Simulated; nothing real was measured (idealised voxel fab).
process module | voxel plated lines
cross-section cut | 300 nm wide | cells 5 nm
A cross-section is a grid of square cells, given in bands from the top down. A band is one or more rows of cells.
Each band's line starts with the height of the band's top and of its bottom, in nm. Then come its materials from left to right, each with its width in nm. One material with "throughout" fills the band from edge to edge. "air" is empty space.
Height 0 is the level under which the wafer as received is all one material. The lowest band goes on downwards, as in "0 down".
A width such as "30 to 40" changes by the same amount from each row of cells to the next, from the band's top row to its bottom row.
"no change" after a step means that no cell of the cross-section changed.
closed voids: empty space of 8 cells or more with no open way to the top, each as width x height at its distance from the left edge, in nm
after a step's settings: what the simulator itself notes on the step
overlay nm, on a step with a mask: how far to the right of its planned place the mask lay; to the left if negative
plan
1 op RECEIVE | material Si
2 op CONFORMAL_DEP | material Al2O3 | thk nm 5
3 op DIRECTIONAL_DEP | material TiN | thk nm 5
4 op PATTERN | tone open | mask id LINES | material resist | width nm 20 | pitch nm 35 | thk nm 25 | overlay nm 0
5 op EPI | material Ru | thk nm 10
6 op EPI | material Ru | thk nm 10
7 op STRIP | etch materials resist
8 op DIRECTIONAL_ETCH | etch materials TiN | depth nm 5
9 op CONFORMAL_DEP | material SiN | thk nm 5
first wafer, as planned
as received, after step 1
  0 down: Si throughout
  closed voids: none
after step 2
  5 to 0: Al2O3 throughout
  below 0: unchanged
after step 3
  10 to 5: TiN throughout
  below 5: unchanged
after step 4
  35 to 10: resist 85 | air 20 | resist 15 | air 20 | resist 15 | air 20 | resist 15 | air 20 | resist 90
  below 10: unchanged
after step 5
  35 to 20: resist 85 | air 20 | resist 15 | air 20 | resist 15 | air 20 | resist 15 | air 20 | resist 90
  20 to 10: resist 85 | Ru 20 | resist 15 | Ru 20 | resist 15 | Ru 20 | resist 15 | Ru 20 | resist 90
  below 10: unchanged
after step 6
  35 to 30: resist 85 | air 20 | resist 15 | air 20 | resist 15 | air 20 | resist 15 | air 20 | resist 90
  30 to 10: resist 85 | Ru 20 | resist 15 | Ru 20 | resist 15 | Ru 20 | resist 15 | Ru 20 | resist 90
  below 10: unchanged
after step 7
  30 to 10: air 85 | Ru 20 | air 15 | Ru 20 | air 15 | Ru 20 | air 15 | Ru 20 | air 90
  below 10: unchanged
after step 8
  30 to 10: air 85 | Ru 20 | air 15 | Ru 20 | air 15 | Ru 20 | air 15 | Ru 20 | air 90
  10 to 5: air 85 | TiN 20 | air 15 | TiN 20 | air 15 | TiN 20 | air 15 | TiN 20 | air 90
  below 5: unchanged
after step 9
  35 to 30: air 80 | SiN 30 | air 5 | SiN 30 | air 5 | SiN 30 | air 5 | SiN 30 | air 85
  30 to 10: air 80 | SiN 5 | Ru 20 | SiN 5 | air 5 | SiN 5 | Ru 20 | SiN 5 | air 5 | SiN 5 | Ru 20 | SiN 5 | air 5 | SiN 5 | Ru 20 | SiN 5 | air 85
  10 to 5: SiN 85 | TiN 20 | SiN 15 | TiN 20 | SiN 15 | TiN 20 | SiN 15 | TiN 20 | SiN 90
  below 5: unchanged
second wafer: like start, like plan, one mistake. Through step 3 it matches the first wafer
when step 4 should have ended
  35 to 10: resist 90 | air 15 | resist 20 | air 15 | resist 20 | air 15 | resist 20 | air 15 | resist 90
  below 10: unchanged
when step 5 should have ended
  35 to 20: resist 90 | air 15 | resist 20 | air 15 | resist 20 | air 15 | resist 20 | air 15 | resist 90
  20 to 10: resist 90 | Ru 15 | resist 20 | Ru 15 | resist 20 | Ru 15 | resist 20 | Ru 15 | resist 90
  below 10: unchanged
when step 6 should have ended
  35 to 30: resist 90 | air 15 | resist 20 | air 15 | resist 20 | air 15 | resist 20 | air 15 | resist 90
  30 to 10: resist 90 | Ru 15 | resist 20 | Ru 15 | resist 20 | Ru 15 | resist 20 | Ru 15 | resist 90
  below 10: unchanged
when step 7 should have ended
  30 to 10: air 90 | Ru 15 | air 20 | Ru 15 | air 20 | Ru 15 | air 20 | Ru 15 | air 90
  below 10: unchanged
when step 8 should have ended
  30 to 10: air 90 | Ru 15 | air 20 | Ru 15 | air 20 | Ru 15 | air 20 | Ru 15 | air 90
  10 to 5: air 90 | TiN 15 | air 20 | TiN 15 | air 20 | TiN 15 | air 20 | TiN 15 | air 90
  below 5: unchanged
when step 9 should have ended
  35 to 30: air 85 | SiN 25 | air 10 | SiN 25 | air 10 | SiN 25 | air 10 | SiN 25 | air 85
  30 to 10: air 85 | SiN 5 | Ru 15 | SiN 5 | air 10 | SiN 5 | Ru 15 | SiN 5 | air 10 | SiN 5 | Ru 15 | SiN 5 | air 10 | SiN 5 | Ru 15 | SiN 5 | air 85
  10 to 5: SiN 90 | TiN 15 | SiN 20 | TiN 15 | SiN 20 | TiN 15 | SiN 20 | TiN 15 | SiN 90
  below 5: unchanged
what went wrong: step 4 ran as: op PATTERN | tone open | mask id LINES | material resist | width nm 15 | pitch nm 35 | thk nm 25 | overlay nm 0
at the end the second wafer has, in cells: 16 fewer of Ru | 4 fewer of TiN
